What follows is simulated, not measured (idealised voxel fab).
Process module, titled voxel air gaps
Pictured: cross-section cut, 235 nm wide, on a grid of 5 nm square cells.
Each cross-section below is a grid of square cells, stated as bands in top-down order, with one or more rows of cells making up each band. A band entry consists of two parts. The first gives the height of the band's top and the height of its bottom, in nm. The rest lists the band's materials from left to right, each with its width in nm. A single material labelled with the word "everywhere" fills the band from edge to edge, and the word "empty" marks empty space. Heights are reckoned from 0. Under this level, the received wafer is all of one material. The bottommost band is open-ended downward, for example "0 -> down". The expression "30 to 40" gives the width at the extremes of the band, the first number at its top row of cells and the second at its bottom row, with the width changing by equal amounts from each row to the next in between. Where the words "nothing different" appear for a step, the cross-section shows no cell changed by that step; every cell remained as before. So "Trapped cavities" is basically the list of trapped voids: any empty space of 8 cells or more that can't reach the top through an opening. They're written width x height at distance, the distance being from the left edge, and it's all nm. If you see something after the settings on a step's line, that's the simulator's own remark about that step. The "overlay nm" setting may appear on a step's line; for a step that uses a mask, it gives how far to the right of its planned position the mask lay, and a negative value indicates the left.
[Process steps - plan]
| 1 | RECEIVE with material Si |
| 2 | CONFORMAL_DEP with material SiO2, thk nm 15 |
| 3 | CONFORMAL_DEP with material SiCN, thk nm 5 |
| 4 | DIRECTIONAL_DEP with material SiO2, thk nm 35 |
| 5 | MASKED_ETCH with tone open, mask id LINES, width nm 25, pitch nm 50, etch materials SiO2, depth nm 35, overlay nm 0 |
| 6 | CONFORMAL_DEP with material TiN, thk nm 5 |
| 7 | FILL_DEP with material W, thk nm 10 |
| 8 | CMP with height nm 55 |
| 9 | EPI with material Ru, thk nm 10 |
| 10 | SELECTIVE_ETCH with etch materials SiO2, depth nm 45 |
| 11 | CONFORMAL_DEP with material SiCN, thk nm 5 |
[The first wafer of two, processed as planned]
[as received, after step 1]
	0 -> down | Si everywhere
	Trapped cavities: none
[Cross-section: wafer state after step 2]
	15 -> 0 | SiO2 everywhere
	Everything under 0 stays put, no change at all.
[Cross-section: wafer state after step 3]
	20 -> 15 | SiCN everywhere
	Everything under 15 stays put, no change at all.
[Cross-section: wafer state after step 4]
	55 -> 20 | SiO2 everywhere
	Everything under 20 stays put, no change at all.
[Cross-section: wafer state after step 5]
	55 -> 20 | 55 of SiO2 | 25 of empty | 25 of SiO2 | 25 of empty | 25 of SiO2 | 25 of empty | 55 of SiO2
	Everything under 20 stays put, no change at all.
[Cross-section: wafer state after step 6]
	60 -> 55 | 60 of TiN | 15 of empty | 35 of TiN | 15 of empty | 35 of TiN | 15 of empty | 60 of TiN
	55 -> 25 | 55 of SiO2 | 5 of TiN | 15 of empty | 5 of TiN | 25 of SiO2 | 5 of TiN | 15 of empty | 5 of TiN | 25 of SiO2 | 5 of TiN | 15 of empty | 5 of TiN | 55 of SiO2
	25 -> 20 | 55 of SiO2 | 25 of TiN | 25 of SiO2 | 25 of TiN | 25 of SiO2 | 25 of TiN | 55 of SiO2
	Everything under 20 stays put, no change at all.
[Cross-section: wafer state after step 7]
	70 -> 60 | W everywhere
	60 -> 55 | 60 of TiN | 15 of W | 35 of TiN | 15 of W | 35 of TiN | 15 of W | 60 of TiN
	55 -> 25 | 55 of SiO2 | 5 of TiN | 15 of W | 5 of TiN | 25 of SiO2 | 5 of TiN | 15 of W | 5 of TiN | 25 of SiO2 | 5 of TiN | 15 of W | 5 of TiN | 55 of SiO2
	Everything under 25 stays put, no change at all.
[Cross-section: wafer state after step 8]
	55 -> 25 | 55 of SiO2 | 5 of TiN | 15 of W | 5 of TiN | 25 of SiO2 | 5 of TiN | 15 of W | 5 of TiN | 25 of SiO2 | 5 of TiN | 15 of W | 5 of TiN | 55 of SiO2
	Everything under 25 stays put, no change at all.
[Cross-section: wafer state after step 9]
	65 -> 55 | 45 of empty | 45 of Ru | 5 of empty | 45 of Ru | 5 of empty | 45 of Ru | 45 of empty
	Everything under 55 stays put, no change at all.
[Cross-section: wafer state after step 10]
	65 -> 55 | 45 of empty | 45 of Ru | 5 of empty | 45 of Ru | 5 of empty | 45 of Ru | 45 of empty
	55 -> 25 | 55 of empty | 5 of TiN | 15 of W | 5 of TiN | 25 of empty | 5 of TiN | 15 of W | 5 of TiN | 25 of empty | 5 of TiN | 15 of W | 5 of TiN | 55 of empty
	25 -> 20 | 55 of empty | 25 of TiN | 25 of empty | 25 of TiN | 25 of empty | 25 of TiN | 55 of empty
	Everything under 20 stays put, no change at all.
[Cross-section: wafer state after step 11]
	70 -> 65 | 40 of empty | 155 of SiCN | 40 of empty
	65 -> 55 | 40 of empty | 5 of SiCN | 45 of Ru | 5 of SiCN | 45 of Ru | 5 of SiCN | 45 of Ru | 5 of SiCN | 40 of empty
	55 -> 50 | 40 of empty | 15 of SiCN | 5 of TiN | 15 of W | 5 of TiN | 25 of SiCN | 5 of TiN | 15 of W | 5 of TiN | 25 of SiCN | 5 of TiN | 15 of W | 5 of TiN | 15 of SiCN | 40 of empty
	50 -> 25 | 50 of empty | 5 of SiCN | 5 of TiN | 15 of W | 5 of TiN | 5 of SiCN | 15 of empty | 5 of SiCN | 5 of TiN | 15 of W | 5 of TiN | 5 of SiCN | 15 of empty | 5 of SiCN | 5 of TiN | 15 of W | 5 of TiN | 5 of SiCN | 50 of empty
	25 -> 20 | 55 of SiCN | 25 of TiN | 25 of SiCN | 25 of TiN | 25 of SiCN | 25 of TiN | 55 of SiCN
	Everything under 20 stays put, no change at all.
	Trapped cavities: 15 x 25 at 85; 15 x 25 at 135
[Second wafer: same start and same plan as the first, one execution error; identical to the first through step 4]
[when step 5 should have ended]
	55 -> 20 | 60 of SiO2 | 20 of empty | 30 of SiO2 | 20 of empty | 30 of SiO2 | 20 of empty | 55 of SiO2
	Everything under 20 stays put, no change at all.
[when step 6 should have ended]
	60 -> 55 | 65 of TiN | 10 of empty | 40 of TiN | 10 of empty | 40 of TiN | 10 of empty | 60 of TiN
	55 -> 25 | 60 of SiO2 | 5 of TiN | 10 of empty | 5 of TiN | 30 of SiO2 | 5 of TiN | 10 of empty | 5 of TiN | 30 of SiO2 | 5 of TiN | 10 of empty | 5 of TiN | 55 of SiO2
	25 -> 20 | 60 of SiO2 | 20 of TiN | 30 of SiO2 | 20 of TiN | 30 of SiO2 | 20 of TiN | 55 of SiO2
	Everything under 20 stays put, no change at all.
[when step 7 should have ended]
	70 -> 60 | W everywhere
	60 -> 55 | 65 of TiN | 10 of W | 40 of TiN | 10 of W | 40 of TiN | 10 of W | 60 of TiN
	55 -> 25 | 60 of SiO2 | 5 of TiN | 10 of W | 5 of TiN | 30 of SiO2 | 5 of TiN | 10 of W | 5 of TiN | 30 of SiO2 | 5 of TiN | 10 of W | 5 of TiN | 55 of SiO2
	Everything under 25 stays put, no change at all.
[when step 8 should have ended]
	55 -> 25 | 60 of SiO2 | 5 of TiN | 10 of W | 5 of TiN | 30 of SiO2 | 5 of TiN | 10 of W | 5 of TiN | 30 of SiO2 | 5 of TiN | 10 of W | 5 of TiN | 55 of SiO2
	Everything under 25 stays put, no change at all.
[when step 9 should have ended]
	65 -> 55 | 50 of empty | 40 of Ru | 10 of empty | 40 of Ru | 10 of empty | 40 of Ru | 45 of empty
	Everything under 55 stays put, no change at all.
[when step 10 should have ended]
	65 -> 55 | 50 of empty | 40 of Ru | 10 of empty | 40 of Ru | 10 of empty | 40 of Ru | 45 of empty
	55 -> 25 | 60 of empty | 5 of TiN | 10 of W | 5 of TiN | 30 of empty | 5 of TiN | 10 of W | 5 of TiN | 30 of empty | 5 of TiN | 10 of W | 5 of TiN | 55 of empty
	25 -> 20 | 60 of empty | 20 of TiN | 30 of empty | 20 of TiN | 30 of empty | 20 of TiN | 55 of empty
	Everything under 20 stays put, no change at all.
[when step 11 should have ended]
	70 -> 65 | 45 of empty | 150 of SiCN | 40 of empty
	65 -> 55 | 45 of empty | 5 of SiCN | 40 of Ru | 10 of SiCN | 40 of Ru | 10 of SiCN | 40 of Ru | 5 of SiCN | 40 of empty
	55 -> 50 | 45 of empty | 15 of SiCN | 5 of TiN | 10 of W | 5 of TiN | 30 of SiCN | 5 of TiN | 10 of W | 5 of TiN | 30 of SiCN | 5 of TiN | 10 of W | 5 of TiN | 15 of SiCN | 40 of empty
	50 -> 25 | 55 of empty | 5 of SiCN | 5 of TiN | 10 of W | 5 of TiN | 5 of SiCN | 20 of empty | 5 of SiCN | 5 of TiN | 10 of W | 5 of TiN | 5 of SiCN | 20 of empty | 5 of SiCN | 5 of TiN | 10 of W | 5 of TiN | 5 of SiCN | 50 of empty
	25 -> 20 | 60 of SiCN | 20 of TiN | 30 of SiCN | 20 of TiN | 30 of SiCN | 20 of TiN | 55 of SiCN
	Everything under 20 stays put, no change at all.
	Trapped cavities: 20 x 25 at 85; 20 x 25 at 135
Run error: for step 5, the planned setting was not used; the step was instead run as MASKED_ETCH with tone open, mask id LINES, width nm 20, pitch nm 50, etch materials SiO2, depth nm 35, overlay nm 0
Materials where the second wafer ends with more or fewer cells than the first: -6 Ru, +8 SiCN, -3 TiN, -18 W
